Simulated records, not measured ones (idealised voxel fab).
Documented hereafter: the process module known as voxel wiring stack.
Section shown: cut. Width: 230 nm. Cell size: 5 nm, square.
How to read a cross-section here: the picture is a grid of square cells, written as bands going from the top down, and any band can span one or more rows of cells. What a band's entry tells you: where the top is and where the bottom is, as heights in nm, and after that what lies inside, material by material from left to right, each with its width in nm. Empty space is written as the word "blank", and a single material marked with the word "full width" occupies the band from edge to edge. Below 0: as-received wafer, all one material; heights counted from there. Lowest band: no bottom, goes on down, written "0 nm and below". A width such as "30 to 40" changes by the same amount from each row of cells to the next, from the band's top row to its bottom row. No cell of the cross-section changed in a step that is given as "changes: none". If an empty space has no open way to the top and is at least 8 cells in size, "Sealed-off cavities" lists it, written width x height at distance, where distance is measured from the left edge and every value is in nm. Past the settings on a step's line: simulator remark, on that step. The optional step-line setting "overlay nm" applies to steps with a mask and quantifies how far to the right of its planned location the mask lay, a negative value indicating leftward placement. For the reader: what remains of this document is a series of pairs, each showing a cross-section before one process step and a cross-section after that step which reaches down only to the lowest band that changed, with the step between them and its settings set out under the pair. It should not be assumed that a pair continues from the pair above it; the pairs can come from different runs of this module on the same starting wafer, and such continuity exists only where the entry headed "State before step" says so.

# State before step
* 85 nm to 80 nm | 25 blank, 5 aC, 20 blank, 5 aC, 20 blank, 5 aC, 20 blank, 5 aC, 20 blank, 5 aC, 20 blank, 5 aC, 20 blank, 5 aC, 20 blank, 5 aC, 25 blank
* 80 nm to 70 nm | 30 aC, 20 blank, 30 aC, 20 blank, 30 aC, 20 blank, 30 aC, 20 blank, 30 aC
* 70 nm to 65 nm | 25 aC, 5 lowk, 20 blank, 5 lowk, 20 aC, 5 lowk, 20 blank, 5 lowk, 20 aC, 5 lowk, 20 blank, 5 lowk, 20 aC, 5 lowk, 20 blank, 5 lowk, 25 aC
* 65 nm to 50 nm | 30 lowk, 20 blank, 30 lowk, 20 blank, 30 lowk, 20 blank, 30 lowk, 20 blank, 30 lowk
* 50 nm to 40 nm | 30 lowk, 15 blank, 35 lowk, 15 blank, 35 lowk, 15 blank, 35 lowk, 15 blank, 35 lowk
* 40 nm to 35 nm | 25 lowk, 30 Ru, 20 lowk, 30 Ru, 20 lowk, 30 Ru, 20 lowk, 30 Ru, 25 lowk
* 35 nm to 20 nm | 30 lowk, 5 TiN, 10 W, 5 TiN, 30 lowk, 5 TiN, 10 W, 5 TiN, 30 lowk, 5 TiN, 10 W, 5 TiN, 30 lowk, 5 TiN, 10 W, 5 TiN, 30 lowk
* 20 nm to 15 nm | 30 SiN, 20 TiN, 30 SiN, 20 TiN, 30 SiN, 20 TiN, 30 SiN, 20 TiN, 30 SiN
* 15 nm to 0 nm | SiO2 full width
* 0 nm and below | Si full width
* Sealed-off cavities: none

# Section, Post-Step
* 70 nm to 65 nm | 25 blank, 5 lowk, 20 blank, 5 lowk, 20 blank, 5 lowk, 20 blank, 5 lowk, 20 blank, 5 lowk, 20 blank, 5 lowk, 20 blank, 5 lowk, 20 blank, 5 lowk, 25 blank
* Note: structure below 65 unchanged.
* Sealed-off cavities: none
Process step bridging the above cross-sections: STRIP | etch materials aC

State before step: Reference is made to the cross-section shown after the step in the pair directly above, which represents the state prior to this step.

# Section, Post-Step
* 75 nm to 70 nm | 20 blank, 15 TiN, 10 blank, 15 TiN, 10 blank, 15 TiN, 10 blank, 15 TiN, 10 blank, 15 TiN, 10 blank, 15 TiN, 10 blank, 15 TiN, 10 blank, 15 TiN, 20 blank
* 70 nm to 65 nm | 25 TiN, 5 lowk, 5 TiN, 10 blank, 5 TiN, 5 lowk, 20 TiN, 5 lowk, 5 TiN, 10 blank, 5 TiN, 5 lowk, 20 TiN, 5 lowk, 5 TiN, 10 blank, 5 TiN, 5 lowk, 20 TiN, 5 lowk, 5 TiN, 10 blank, 5 TiN, 5 lowk, 25 TiN
* 65 nm to 55 nm | 30 lowk, 5 TiN, 10 blank, 5 TiN, 30 lowk, 5 TiN, 10 blank, 5 TiN, 30 lowk, 5 TiN, 10 blank, 5 TiN, 30 lowk, 5 TiN, 10 blank, 5 TiN, 30 lowk
* 55 nm to 45 nm | 30 lowk, 5 TiN, 5 blank, 10 to 5 TiN, 30 to 35 lowk, 5 TiN, 5 blank, 10 to 5 TiN, 30 to 35 lowk, 5 TiN, 5 blank, 10 to 5 TiN, 30 to 35 lowk, 5 TiN, 5 blank, 10 to 5 TiN, 30 to 35 lowk
* 45 nm to 40 nm | 30 lowk, 15 TiN, 35 lowk, 15 TiN, 35 lowk, 15 TiN, 35 lowk, 15 TiN, 35 lowk
* Note: structure below 40 unchanged.
* Sealed-off cavities: none
Process step bridging the above cross-sections: CONFORMAL_DEP | material TiN | thk nm 5

State before step: Reference is made to the cross-section shown after the step in the pair directly above, which represents the state prior to this step.

# Section, Post-Step
* 80 nm to 75 nm | Cu full width
* 75 nm to 70 nm | 20 Cu, 15 TiN, 10 Cu, 15 TiN, 10 Cu, 15 TiN, 10 Cu, 15 TiN, 10 Cu, 15 TiN, 10 Cu, 15 TiN, 10 Cu, 15 TiN, 10 Cu, 15 TiN, 20 Cu
* 70 nm to 65 nm | 25 TiN, 5 lowk, 5 TiN, 10 Cu, 5 TiN, 5 lowk, 20 TiN, 5 lowk, 5 TiN, 10 Cu, 5 TiN, 5 lowk, 20 TiN, 5 lowk, 5 TiN, 10 Cu, 5 TiN, 5 lowk, 20 TiN, 5 lowk, 5 TiN, 10 Cu, 5 TiN, 5 lowk, 25 TiN
* 65 nm to 55 nm | 30 lowk, 5 TiN, 10 Cu, 5 TiN, 30 lowk, 5 TiN, 10 Cu, 5 TiN, 30 lowk, 5 TiN, 10 Cu, 5 TiN, 30 lowk, 5 TiN, 10 Cu, 5 TiN, 30 lowk
* 55 nm to 45 nm | 30 lowk, 5 TiN, 5 Cu, 10 to 5 TiN, 30 to 35 lowk, 5 TiN, 5 Cu, 10 to 5 TiN, 30 to 35 lowk, 5 TiN, 5 Cu, 10 to 5 TiN, 30 to 35 lowk, 5 TiN, 5 Cu, 10 to 5 TiN, 30 to 35 lowk
* Note: structure below 45 unchanged.
* Sealed-off cavities: none
Process step bridging the above cross-sections: FILL_DEP | material Cu | thk nm 5

State before step: Reference is made to the cross-section shown after the step in the pair directly above, which represents the state prior to this step.

# Section, Post-Step
* 75 nm to 70 nm | 20 Cu, 15 TiN, 10 Cu, 15 TiN, 10 Cu, 15 TiN, 10 Cu, 15 TiN, 10 Cu, 15 TiN, 10 Cu, 15 TiN, 10 Cu, 15 TiN, 10 Cu, 15 TiN, 20 Cu
* Note: structure below 70 unchanged.
* Sealed-off cavities: none
Process step bridging the above cross-sections: CMP | height nm 75

State before step: Reference is made to the cross-section shown after the step in the pair directly above, which represents the state prior to this step.

# Section, Post-Step
* 80 nm to 75 nm | SiCN full width
* Note: structure below 75 unchanged.
* Sealed-off cavities: none
Process step bridging the above cross-sections: CONFORMAL_DEP | material SiCN | thk nm 5

State before step: Reference is made to the cross-section shown after the step in the pair directly above, which represents the state prior to this step.

# Section, Post-Step
* 105 nm to 80 nm | lowk full width
* Note: structure below 80 unchanged.
* Sealed-off cavities: none
Process step bridging the above cross-sections: DIRECTIONAL_DEP | material lowk | thk nm 25

State before step: Reference is made to the cross-section shown after the step in the pair directly above, which represents the state prior to this step.

# Section, Post-Step
* 105 nm to 80 nm | 30 lowk, 15 blank, 35 lowk, 15 blank, 35 lowk, 15 blank, 35 lowk, 15 blank, 35 lowk
* Note: structure below 80 unchanged.
* Sealed-off cavities: none
Process step bridging the above cross-sections: MASKED_ETCH | tone open | mask id METAL_3_HOLES | width nm 15 | pitch nm 50 | etch materials lowk | depth nm 25 | overlay nm 0

State before step: Reference is made to the cross-section shown after the step in the pair directly above, which represents the state prior to this step.

# Section, Post-Step
* 115 nm to 105 nm | 30 aC, 15 blank, 35 aC, 15 blank, 35 aC, 15 blank, 35 aC, 15 blank, 35 aC
* 105 nm to 90 nm | 30 lowk, 15 blank, 35 lowk, 15 blank, 35 lowk, 15 blank, 35 lowk, 15 blank, 35 lowk
* 90 nm to 80 nm | 30 lowk, 15 aC, 35 lowk, 15 aC, 35 lowk, 15 aC, 35 lowk, 15 aC, 35 lowk
* Note: structure below 80 unchanged.
* Sealed-off cavities: none
Process step bridging the above cross-sections: DIRECTIONAL_DEP | material aC | thk nm 10

State before step: Reference is made to the cross-section shown after the step in the pair directly above, which represents the state prior to this step.

# Section, Post-Step
* 145 nm to 115 nm | 30 resist, 20 blank, 30 resist, 20 blank, 30 resist, 20 blank, 30 resist, 20 blank, 30 resist
* Note: structure below 115 unchanged.
* Sealed-off cavities: none
Process step bridging the above cross-sections: PATTERN | tone open | mask id METAL_3 | material resist | width nm 20 | pitch nm 50 | thk nm 30 | overlay nm 0

State before step: Reference is made to the cross-section shown after the step in the pair directly above, which represents the state prior to this step.

# Section, Post-Step
* 135 nm to 115 nm | 30 resist, 20 blank, 30 resist, 20 blank, 30 resist, 20 blank, 30 resist, 20 blank, 30 resist
* 115 nm to 105 nm | 30 aC, 20 blank, 30 aC, 20 blank, 30 aC, 20 blank, 30 aC, 20 blank, 30 aC
* 105 nm to 80 nm | 30 lowk, 15 blank, 35 lowk, 15 blank, 35 lowk, 15 blank, 35 lowk, 15 blank, 35 lowk
* Note: structure below 80 unchanged.
* Sealed-off cavities: none
Process step bridging the above cross-sections: DIRECTIONAL_ETCH | etch materials aC | depth nm 10

State before step: Reference is made to the cross-section shown after the step in the pair directly above, which represents the state prior to this step.

# Section, Post-Step
* 115 nm to 105 nm | 30 aC, 20 blank, 30 aC, 20 blank, 30 aC, 20 blank, 30 aC, 20 blank, 30 aC
* Note: structure below 105 unchanged.
* Sealed-off cavities: none
Process step bridging the above cross-sections: STRIP | etch materials resist

State before step: Reference is made to the cross-section shown after the step in the pair directly above, which represents the state prior to this step.

# Section, Post-Step
* 115 nm to 105 nm | 30 aC, 20 blank, 30 aC, 20 blank, 30 aC, 20 blank, 30 aC, 20 blank, 30 aC
* 105 nm to 90 nm | 30 lowk, 20 blank, 30 lowk, 20 blank, 30 lowk, 20 blank, 30 lowk, 20 blank, 30 lowk
* Note: structure below 90 unchanged.
* Sealed-off cavities: none
Process step bridging the above cross-sections: DIRECTIONAL_ETCH | etch materials lowk | depth nm 15

State before step: Reference is made to the cross-section shown after the step in the pair directly above, which represents the state prior to this step.

# Section, Post-Step
* 115 nm to 105 nm | 30 aC, 20 blank, 30 aC, 20 blank, 30 aC, 20 blank, 30 aC, 20 blank, 30 aC
* 105 nm to 90 nm | 30 lowk, 20 blank, 30 lowk, 20 blank, 30 lowk, 20 blank, 30 lowk, 20 blank, 30 lowk
* 90 nm to 80 nm | 30 lowk, 15 blank, 35 lowk, 15 blank, 35 lowk, 15 blank, 35 lowk, 15 blank, 35 lowk
* 80 nm to 75 nm | 30 SiCN, 15 blank, 35 SiCN, 15 blank, 35 SiCN, 15 blank, 35 SiCN, 15 blank, 35 SiCN
* Note: structure below 75 unchanged.
* Sealed-off cavities: none
Process step bridging the above cross-sections: DIRECTIONAL_ETCH | etch materials SiCN | depth nm 5

State before step: Reference is made to the cross-section shown after the step in the pair directly above, which represents the state prior to this step.

# Section, Post-Step
* 105 nm to 90 nm | 30 lowk, 20 blank, 30 lowk, 20 blank, 30 lowk, 20 blank, 30 lowk, 20 blank, 30 lowk
* Note: structure below 90 unchanged.
* Sealed-off cavities: none
Process step bridging the above cross-sections: STRIP | etch materials aC

State before step: Reference is made to the cross-section shown after the step in the pair directly above, which represents the state prior to this step.

# Section, Post-Step
* 110 nm to 105 nm | 35 TiN, 10 blank, 40 TiN, 10 blank, 40 TiN, 10 blank, 40 TiN, 10 blank, 35 TiN
* 105 nm to 95 nm | 30 lowk, 5 TiN, 10 blank, 5 TiN, 30 lowk, 5 TiN, 10 blank, 5 TiN, 30 lowk, 5 TiN, 10 blank, 5 TiN, 30 lowk, 5 TiN, 10 blank, 5 TiN, 30 lowk
* 95 nm to 90 nm | 30 lowk, 5 TiN, 5 blank, 10 TiN, 30 lowk, 5 TiN, 5 blank, 10 TiN, 30 lowk, 5 TiN, 5 blank, 10 TiN, 30 lowk, 5 TiN, 5 blank, 10 TiN, 30 lowk
* 90 nm to 80 nm | 30 lowk, 5 TiN, 5 blank, 5 TiN, 35 lowk, 5 TiN, 5 blank, 5 TiN, 35 lowk, 5 TiN, 5 blank, 5 TiN, 35 lowk, 5 TiN, 5 blank, 5 TiN, 35 lowk
* 80 nm to 75 nm | 30 SiCN, 15 TiN, 35 SiCN, 15 TiN, 35 SiCN, 15 TiN, 35 SiCN, 15 TiN, 35 SiCN
* Note: structure below 75 unchanged.
* Sealed-off cavities: none
Process step bridging the above cross-sections: CONFORMAL_DEP | material TiN | thk nm 5

State before step: Reference is made to the cross-section shown after the step in the pair directly above, which represents the state prior to this step.

# Section, Post-Step
* 115 nm to 110 nm | Ru full width
* 110 nm to 105 nm | 35 TiN, 10 Ru, 40 TiN, 10 Ru, 40 TiN, 10 Ru, 40 TiN, 10 Ru, 35 TiN
* 105 nm to 95 nm | 30 lowk, 5 TiN, 10 Ru, 5 TiN, 30 lowk, 5 TiN, 10 Ru, 5 TiN, 30 lowk, 5 TiN, 10 Ru, 5 TiN, 30 lowk, 5 TiN, 10 Ru, 5 TiN, 30 lowk
* 95 nm to 90 nm | 30 lowk, 5 TiN, 5 Ru, 10 TiN, 30 lowk, 5 TiN, 5 Ru, 10 TiN, 30 lowk, 5 TiN, 5 Ru, 10 TiN, 30 lowk, 5 TiN, 5 Ru, 10 TiN, 30 lowk
* 90 nm to 80 nm | 30 lowk, 5 TiN, 5 Ru, 5 TiN, 35 lowk, 5 TiN, 5 Ru, 5 TiN, 35 lowk, 5 TiN, 5 Ru, 5 TiN, 35 lowk, 5 TiN, 5 Ru, 5 TiN, 35 lowk
* Note: structure below 80 unchanged.
* Sealed-off cavities: none
Process step bridging the above cross-sections: FILL_DEP | material Ru | thk nm 5

State before step: Reference is made to the cross-section shown after the step in the pair directly above, which represents the state prior to this step.

# Section, Post-Step
* 105 nm to 95 nm | 30 lowk, 5 TiN, 10 Ru, 5 TiN, 30 lowk, 5 TiN, 10 Ru, 5 TiN, 30 lowk, 5 TiN, 10 Ru, 5 TiN, 30 lowk, 5 TiN, 10 Ru, 5 TiN, 30 lowk
* Note: structure below 95 unchanged.
* Sealed-off cavities: none
Process step bridging the above cross-sections: CMP | height nm 105

State before step: Reference is made to the cross-section shown after the step in the pair directly above, which represents the state prior to this step.

# Section, Post-Step
* 110 nm to 105 nm | SiN full width
* Note: structure below 105 unchanged.
* Sealed-off cavities: none
Process step bridging the above cross-sections: CONFORMAL_DEP | material SiN | thk nm 5

# State before step
* 105 nm to 80 nm | lowk full width
* 80 nm to 75 nm | SiCN full width
* 75 nm to 60 nm | 30 lowk, 5 TiN, 10 Cu, 5 TiN, 30 lowk, 5 TiN, 10 Cu, 5 TiN, 30 lowk, 5 TiN, 10 Cu, 5 TiN, 30 lowk, 5 TiN, 10 Cu, 5 TiN, 30 lowk
* 60 nm to 55 nm | 30 lowk, 5 TiN, 5 Cu, 10 TiN, 30 lowk, 5 TiN, 5 Cu, 10 TiN, 30 lowk, 5 TiN, 5 Cu, 10 TiN, 30 lowk, 5 TiN, 5 Cu, 10 TiN, 30 lowk
* 55 nm to 45 nm | 30 lowk, 5 TiN, 5 Cu, 5 TiN, 35 lowk, 5 TiN, 5 Cu, 5 TiN, 35 lowk, 5 TiN, 5 Cu, 5 TiN, 35 lowk, 5 TiN, 5 Cu, 5 TiN, 35 lowk
* 45 nm to 40 nm | 30 SiCN, 15 TiN, 35 SiCN, 15 TiN, 35 SiCN, 15 TiN, 35 SiCN, 15 TiN, 35 SiCN
* 40 nm to 35 nm | 25 SiCN, 30 Ru, 20 SiCN, 30 Ru, 20 SiCN, 30 Ru, 20 SiCN, 30 Ru, 25 SiCN
* 35 nm to 20 nm | 30 lowk, 5 TiN, 10 W, 5 TiN, 30 lowk, 5 TiN, 10 W, 5 TiN, 30 lowk, 5 TiN, 10 W, 5 TiN, 30 lowk, 5 TiN, 10 W, 5 TiN, 30 lowk
* 20 nm to 15 nm | 30 SiN, 20 TiN, 30 SiN, 20 TiN, 30 SiN, 20 TiN, 30 SiN, 20 TiN, 30 SiN
* 15 nm to 0 nm | SiO2 full width
* 0 nm and below | Si full width
* Sealed-off cavities: none

# Section, Post-Step
* 130 nm to 80 nm | lowk full width
* Note: structure below 80 unchanged.
* Sealed-off cavities: none
Process step bridging the above cross-sections: DIRECTIONAL_DEP | material lowk | thk nm 25

State before step: Reference is made to the cross-section shown after the step in the pair directly above, which represents the state prior to this step.

# Section, Post-Step
* 130 nm to 105 nm | 30 lowk, 15 blank, 35 lowk, 15 blank, 35 lowk, 15 blank, 35 lowk, 15 blank, 35 lowk
* Note: structure below 105 unchanged.
* Sealed-off cavities: none
Process step bridging the above cross-sections: MASKED_ETCH | tone open | mask id METAL_3_HOLES | width nm 15 | pitch nm 50 | etch materials lowk | depth nm 25 | overlay nm 0

State before step: Reference is made to the cross-section shown after the step in the pair directly above, which represents the state prior to this step.

# Section, Post-Step
* 140 nm to 130 nm | 30 aC, 15 blank, 35 aC, 15 blank, 35 aC, 15 blank, 35 aC, 15 blank, 35 aC
* 130 nm to 115 nm | 30 lowk, 15 blank, 35 lowk, 15 blank, 35 lowk, 15 blank, 35 lowk, 15 blank, 35 lowk
* 115 nm to 105 nm | 30 lowk, 15 aC, 35 lowk, 15 aC, 35 lowk, 15 aC, 35 lowk, 15 aC, 35 lowk
* Note: structure below 105 unchanged.
* Sealed-off cavities: none
Process step bridging the above cross-sections: DIRECTIONAL_DEP | material aC | thk nm 10

State before step: Reference is made to the cross-section shown after the step in the pair directly above, which represents the state prior to this step.

# Section, Post-Step
* 170 nm to 140 nm | 30 resist, 20 blank, 30 resist, 20 blank, 30 resist, 20 blank, 30 resist, 20 blank, 30 resist
* Note: structure below 140 unchanged.
* Sealed-off cavities: none
Process step bridging the above cross-sections: PATTERN | tone open | mask id METAL_3 | material resist | width nm 20 | pitch nm 50 | thk nm 30 | overlay nm 0

State before step: Reference is made to the cross-section shown after the step in the pair directly above, which represents the state prior to this step.

# Section, Post-Step
* 160 nm to 140 nm | 30 resist, 20 blank, 30 resist, 20 blank, 30 resist, 20 blank, 30 resist, 20 blank, 30 resist
* 140 nm to 130 nm | 30 aC, 20 blank, 30 aC, 20 blank, 30 aC, 20 blank, 30 aC, 20 blank, 30 aC
* 130 nm to 105 nm | 30 lowk, 15 blank, 35 lowk, 15 blank, 35 lowk, 15 blank, 35 lowk, 15 blank, 35 lowk
* Note: structure below 105 unchanged.
* Sealed-off cavities: none
Process step bridging the above cross-sections: DIRECTIONAL_ETCH | etch materials aC | depth nm 10

State before step: Reference is made to the cross-section shown after the step in the pair directly above, which represents the state prior to this step.

# Section, Post-Step
* 140 nm to 130 nm | 30 aC, 20 blank, 30 aC, 20 blank, 30 aC, 20 blank, 30 aC, 20 blank, 30 aC
* Note: structure below 130 unchanged.
* Sealed-off cavities: none
Process step bridging the above cross-sections: STRIP | etch materials resist

State before step: Reference is made to the cross-section shown after the step in the pair directly above, which represents the state prior to this step.

# Section, Post-Step
* 140 nm to 130 nm | 30 aC, 20 blank, 30 aC, 20 blank, 30 aC, 20 blank, 30 aC, 20 blank, 30 aC
* 130 nm to 115 nm | 30 lowk, 20 blank, 30 lowk, 20 blank, 30 lowk, 20 blank, 30 lowk, 20 blank, 30 lowk
* 115 nm to 90 nm | 30 lowk, 15 blank, 35 lowk, 15 blank, 35 lowk, 15 blank, 35 lowk, 15 blank, 35 lowk
* Note: structure below 90 unchanged.
* Sealed-off cavities: none
Process step bridging the above cross-sections: DIRECTIONAL_ETCH | etch materials lowk | depth nm 15

State before step: Reference is made to the cross-section shown after the step in the pair directly above, which represents the state prior to this step.

# Section, Post-Step
* 130 nm to 115 nm | 30 lowk, 20 blank, 30 lowk, 20 blank, 30 lowk, 20 blank, 30 lowk, 20 blank, 30 lowk
* Note: structure below 115 unchanged.
* Sealed-off cavities: none
Process step bridging the above cross-sections: STRIP | etch materials aC

State before step: Reference is made to the cross-section shown after the step in the pair directly above, which represents the state prior to this step.

# Section, Post-Step
* 135 nm to 130 nm | 35 TiN, 10 blank, 40 TiN, 10 blank, 40 TiN, 10 blank, 40 TiN, 10 blank, 35 TiN
* 130 nm to 120 nm | 30 lowk, 5 TiN, 10 blank, 5 TiN, 30 lowk, 5 TiN, 10 blank, 5 TiN, 30 lowk, 5 TiN, 10 blank, 5 TiN, 30 lowk, 5 TiN, 10 blank, 5 TiN, 30 lowk
* 120 nm to 115 nm | 30 lowk, 5 TiN, 5 blank, 10 TiN, 30 lowk, 5 TiN, 5 blank, 10 TiN, 30 lowk, 5 TiN, 5 blank, 10 TiN, 30 lowk, 5 TiN, 5 blank, 10 TiN, 30 lowk
* 115 nm to 95 nm | 30 lowk, 5 TiN, 5 blank, 5 TiN, 35 lowk, 5 TiN, 5 blank, 5 TiN, 35 lowk, 5 TiN, 5 blank, 5 TiN, 35 lowk, 5 TiN, 5 blank, 5 TiN, 35 lowk
* 95 nm to 90 nm | 30 lowk, 15 TiN, 35 lowk, 15 TiN, 35 lowk, 15 TiN, 35 lowk, 15 TiN, 35 lowk
* Note: structure below 90 unchanged.
* Sealed-off cavities: none
Process step bridging the above cross-sections: CONFORMAL_DEP | material TiN | thk nm 5

State before step: Reference is made to the cross-section shown after the step in the pair directly above, which represents the state prior to this step.

# Section, Post-Step
* 140 nm to 135 nm | Ru full width
* 135 nm to 130 nm | 35 TiN, 10 Ru, 40 TiN, 10 Ru, 40 TiN, 10 Ru, 40 TiN, 10 Ru, 35 TiN
* 130 nm to 120 nm | 30 lowk, 5 TiN, 10 Ru, 5 TiN, 30 lowk, 5 TiN, 10 Ru, 5 TiN, 30 lowk, 5 TiN, 10 Ru, 5 TiN, 30 lowk, 5 TiN, 10 Ru, 5 TiN, 30 lowk
* 120 nm to 115 nm | 30 lowk, 5 TiN, 5 Ru, 10 TiN, 30 lowk, 5 TiN, 5 Ru, 10 TiN, 30 lowk, 5 TiN, 5 Ru, 10 TiN, 30 lowk, 5 TiN, 5 Ru, 10 TiN, 30 lowk
* 115 nm to 95 nm | 30 lowk, 5 TiN, 5 Ru, 5 TiN, 35 lowk, 5 TiN, 5 Ru, 5 TiN, 35 lowk, 5 TiN, 5 Ru, 5 TiN, 35 lowk, 5 TiN, 5 Ru, 5 TiN, 35 lowk
* Note: structure below 95 unchanged.
* Sealed-off cavities: none
Process step bridging the above cross-sections: FILL_DEP | material Ru | thk nm 5

State before step: Reference is made to the cross-section shown after the step in the pair directly above, which represents the state prior to this step.

# Section, Post-Step
* 105 nm to 95 nm | 30 lowk, 5 TiN, 5 Ru, 5 TiN, 35 lowk, 5 TiN, 5 Ru, 5 TiN, 35 lowk, 5 TiN, 5 Ru, 5 TiN, 35 lowk, 5 TiN, 5 Ru, 5 TiN, 35 lowk
* Note: structure below 95 unchanged.
* Sealed-off cavities: none
Process step bridging the above cross-sections: CMP | height nm 105

State before step: Reference is made to the cross-section shown after the step in the pair directly above, which represents the state prior to this step.

# Section, Post-Step
* 110 nm to 105 nm | SiN full width
* Note: structure below 105 unchanged.
* Sealed-off cavities: none
Process step bridging the above cross-sections: CONFORMAL_DEP | material SiN | thk nm 5

# State before step
* 75 nm to 60 nm | 30 lowk, 5 TiN, 10 Cu, 5 TiN, 30 lowk, 5 TiN, 10 Cu, 5 TiN, 30 lowk, 5 TiN, 10 Cu, 5 TiN, 30 lowk, 5 TiN, 10 Cu, 5 TiN, 30 lowk
* 60 nm to 55 nm | 30 lowk, 5 TiN, 5 Cu, 10 TiN, 30 lowk, 5 TiN, 5 Cu, 10 TiN, 30 lowk, 5 TiN, 5 Cu, 10 TiN, 30 lowk, 5 TiN, 5 Cu, 10 TiN, 30 lowk
* 55 nm to 45 nm | 30 lowk, 5 TiN, 5 Cu, 5 TiN, 35 lowk, 5 TiN, 5 Cu, 5 TiN, 35 lowk, 5 TiN, 5 Cu, 5 TiN, 35 lowk, 5 TiN, 5 Cu, 5 TiN, 35 lowk
* 45 nm to 40 nm | 30 SiCN, 15 TiN, 35 SiCN, 15 TiN, 35 SiCN, 15 TiN, 35 SiCN, 15 TiN, 35 SiCN
* 40 nm to 35 nm | 25 SiCN, 30 Ru, 20 SiCN, 30 Ru, 20 SiCN, 30 Ru, 20 SiCN, 30 Ru, 25 SiCN
* 35 nm to 20 nm | 30 lowk, 5 TiN, 10 W, 5 TiN, 30 lowk, 5 TiN, 10 W, 5 TiN, 30 lowk, 5 TiN, 10 W, 5 TiN, 30 lowk, 5 TiN, 10 W, 5 TiN, 30 lowk
* 20 nm to 15 nm | 30 SiN, 20 TiN, 30 SiN, 20 TiN, 30 SiN, 20 TiN, 30 SiN, 20 TiN, 30 SiN
* 15 nm to 0 nm | SiO2 full width
* 0 nm and below | Si full width
* Sealed-off cavities: none

# Section, Post-Step
* 100 nm to 75 nm | lowk full width
* Note: structure below 75 unchanged.
* Sealed-off cavities: none
Process step bridging the above cross-sections: DIRECTIONAL_DEP | material lowk | thk nm 25

State before step: Reference is made to the cross-section shown after the step in the pair directly above, which represents the state prior to this step.

# Section, Post-Step
* 105 nm to 100 nm | SiCN full width
* Note: structure below 100 unchanged.
* Sealed-off cavities: none
Process step bridging the above cross-sections: CONFORMAL_DEP | material SiCN | thk nm 5

State before step: Reference is made to the cross-section shown after the step in the pair directly above, which represents the state prior to this step.

# Section, Post-Step
* 115 nm to 105 nm | aC full width
* Note: structure below 105 unchanged.
* Sealed-off cavities: none
Process step bridging the above cross-sections: DIRECTIONAL_DEP | material aC | thk nm 10

State before step: Reference is made to the cross-section shown after the step in the pair directly above, which represents the state prior to this step.

# Section, Post-Step
* 145 nm to 115 nm | 30 resist, 20 blank, 30 resist, 20 blank, 30 resist, 20 blank, 30 resist, 20 blank, 30 resist
* Note: structure below 115 unchanged.
* Sealed-off cavities: none
Process step bridging the above cross-sections: PATTERN | tone open | mask id METAL_3 | material resist | width nm 20 | pitch nm 50 | thk nm 30 | overlay nm 0

State before step: Reference is made to the cross-section shown after the step in the pair directly above, which represents the state prior to this step.

# Section, Post-Step
* 135 nm to 115 nm | 30 resist, 20 blank, 30 resist, 20 blank, 30 resist, 20 blank, 30 resist, 20 blank, 30 resist
* 115 nm to 105 nm | 30 aC, 20 blank, 30 aC, 20 blank, 30 aC, 20 blank, 30 aC, 20 blank, 30 aC
* Note: structure below 105 unchanged.
* Sealed-off cavities: none
Process step bridging the above cross-sections: DIRECTIONAL_ETCH | etch materials aC | depth nm 10

State before step: Reference is made to the cross-section shown after the step in the pair directly above, which represents the state prior to this step.

# Section, Post-Step
* 115 nm to 105 nm | 30 aC, 20 blank, 30 aC, 20 blank, 30 aC, 20 blank, 30 aC, 20 blank, 30 aC
* Note: structure below 105 unchanged.
* Sealed-off cavities: none
Process step bridging the above cross-sections: STRIP | etch materials resist

State before step: Reference is made to the cross-section shown after the step in the pair directly above, which represents the state prior to this step.

# Section, Post-Step
* 115 nm to 105 nm | 30 aC, 20 blank, 30 aC, 20 blank, 30 aC, 20 blank, 30 aC, 20 blank, 30 aC
* 105 nm to 100 nm | 30 SiCN, 20 blank, 30 SiCN, 20 blank, 30 SiCN, 20 blank, 30 SiCN, 20 blank, 30 SiCN
* Note: structure below 100 unchanged.
* Sealed-off cavities: none
Process step bridging the above cross-sections: DIRECTIONAL_ETCH | etch materials SiCN | depth nm 5

State before step: Reference is made to the cross-section shown after the step in the pair directly above, which represents the state prior to this step.

# Section, Post-Step
* 105 nm to 100 nm | 30 SiCN, 20 blank, 30 SiCN, 20 blank, 30 SiCN, 20 blank, 30 SiCN, 20 blank, 30 SiCN
* Note: structure below 100 unchanged.
* Sealed-off cavities: none
Process step bridging the above cross-sections: STRIP | etch materials aC

State before step: Reference is made to the cross-section shown after the step in the pair directly above, which represents the state prior to this step.

# Section, Post-Step
* 110 nm to 105 nm | 35 TiN, 10 blank, 40 TiN, 10 blank, 40 TiN, 10 blank, 40 TiN, 10 blank, 35 TiN
* 105 nm to 100 nm | 30 SiCN, 20 TiN, 30 SiCN, 20 TiN, 30 SiCN, 20 TiN, 30 SiCN, 20 TiN, 30 SiCN
* Note: structure below 100 unchanged.
* Sealed-off cavities: none
Process step bridging the above cross-sections: CONFORMAL_DEP | material TiN | thk nm 5

State before step: Reference is made to the cross-section shown after the step in the pair directly above, which represents the state prior to this step.

# Section, Post-Step
* 115 nm to 110 nm | Ru full width
* 110 nm to 105 nm | 35 TiN, 10 Ru, 40 TiN, 10 Ru, 40 TiN, 10 Ru, 40 TiN, 10 Ru, 35 TiN
* Note: structure below 105 unchanged.
* Sealed-off cavities: none
Process step bridging the above cross-sections: FILL_DEP | material Ru | thk nm 5

State before step: Reference is made to the cross-section shown after the step in the pair directly above, which represents the state prior to this step.

# Section, Post-Step
* 105 nm to 100 nm | 30 SiCN, 20 TiN, 30 SiCN, 20 TiN, 30 SiCN, 20 TiN, 30 SiCN, 20 TiN, 30 SiCN
* Note: structure below 100 unchanged.
* Sealed-off cavities: none
Process step bridging the above cross-sections: CMP | height nm 105

State before step: Reference is made to the cross-section shown after the step in the pair directly above, which represents the state prior to this step.

# Section, Post-Step
* 110 nm to 105 nm | SiN full width
* Note: structure below 105 unchanged.
* Sealed-off cavities: none
Process step bridging the above cross-sections: CONFORMAL_DEP | material SiN | thk nm 5

# State before step
* 15 nm to 0 nm | SiO2 full width
* 0 nm and below | Si full width
* Sealed-off cavities: none

# Section, Post-Step
* 30 nm to 15 nm | SiN full width
* Note: structure below 15 unchanged.
* Sealed-off cavities: none
Process step bridging the above cross-sections: CONFORMAL_DEP | material SiN | thk nm 15

State before step: Reference is made to the cross-section shown after the step in the pair directly above, which represents the state prior to this step.

# Section, Post-Step
* 45 nm to 30 nm | lowk full width
* Note: structure below 30 unchanged.
* Sealed-off cavities: none
Process step bridging the above cross-sections: DIRECTIONAL_DEP | material lowk | thk nm 15
